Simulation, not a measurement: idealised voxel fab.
Title: Process Module voxel ribs on slabs
The cross-section shown here is cut; it is 175 nm wide and divided into square cells measuring 5 nm on a side.
A cross-section in this document is a grid of square cells, and it is written down as bands, the top band listed before the ones below it; a band is made up of one or more rows of cells. What a band's entry tells you: where the top is and where the bottom is, as heights in nm, and after that what lies inside, material by material from left to right, each with its width in nm. Empty space is written as the word "air", and a single material marked with the word "everywhere" occupies the band from edge to edge. Counting heights begins at 0, where everything beneath is, in the wafer as received, one material. The lowest band has no bottom; it goes on downwards, as "0 down" shows. Graded width ("30->40"): value in top row of band = first number; value in bottom row = second number; row-to-row change constant. Any step labelled "identical to before" changed none of the cells in the cross-section. Reported under the label "Completely sealed voids" are the empty spaces having no open way to the top and comprising 8 cells or more; the notation for each is width x height at distance, in which the distance is measured from the left edge and all three values are in nm. Post-settings text on a step line: simulator's own remark regarding the step. overlay nm: mask right of planned place by this much (step with mask). Neg. = left.

The planned process steps are enumerated hereunder:
step 1: RECEIVE,material Si
step 2: DIRECTIONAL_DEP,material SiO2,thk nm 30
step 3: DIRECTIONAL_DEP,material SiN,thk nm 20
step 4: PATTERN,tone cover,mask id RIB,material resist,width nm 25,thk nm 20,overlay nm 0
step 5: DIRECTIONAL_ETCH,etch materials SiN,depth nm 10
step 6: STRIP,etch materials resist
step 7: PATTERN,tone cover,mask id SLAB,material resist,width nm 65,thk nm 15,overlay nm 0
step 8: DIRECTIONAL_ETCH,etch materials SiN,depth nm 10
step 9: STRIP,etch materials resist
step 10: FILL_DEP,material SiO2,thk nm 20
step 11: CMP,height nm 65
step 12: DIRECTIONAL_DEP,material W,thk nm 10
step 13: MASKED_ETCH,tone cover,mask id HEATER,width nm 35,etch materials W,depth nm 10,overlay nm 0
step 14: CONFORMAL_DEP,material SiN,thk nm 5

Incoming wafer in cross-section (state: after step 1):
- 0 down | Si everywhere
- Completely sealed voids: none

first wafer at the end, as planned:
- 80 to 75 | 65 nm air | 45 nm SiN | 65 nm air
- 75 to 70 | 65 nm air | 5 nm SiN | 35 nm W | 5 nm SiN | 65 nm air
- 70 to 65 | 70 nm SiN | 35 nm W | 70 nm SiN
- 65 to 50 | SiO2 everywhere
- 50 to 40 | 75 nm SiO2 | 25 nm SiN | 75 nm SiO2
- 40 to 30 | 55 nm SiO2 | 65 nm SiN | 55 nm SiO2
- 30 to 0 | SiO2 everywhere
- 0 down | Si everywhere
- Completely sealed voids: none

Presented here is a cross-section of the second of the two wafers as it stood at the end of the module. It was started in the same manner and assigned the same plan as the first wafer; however, one mistake was made in its execution:
- 80 to 75 | 65 nm air | 45 nm SiN | 65 nm air
- 75 to 70 | 65 nm air | 5 nm SiN | 35 nm W | 5 nm SiN | 65 nm air
- 70 to 65 | 70 nm SiN | 35 nm W | 70 nm SiN
- 65 to 50 | SiO2 everywhere
- 50 to 40 | 55 nm SiO2 | 20 nm SiN | 25 nm SiO2 | 20 nm SiN | 55 nm SiO2
- 40 to 30 | SiN everywhere
- 30 to 0 | SiO2 everywhere
- 0 down | Si everywhere
- Completely sealed voids: none
So what did we get wrong on this run? step 4 changed vs plan, executed as PATTERN,tone open,mask id RIB,material resist,width nm 25,thk nm 20,overlay nm 0
The final cell counts differ between the wafers, with the second having more or fewer of some materials than the first: SiN +50; SiO2 -50
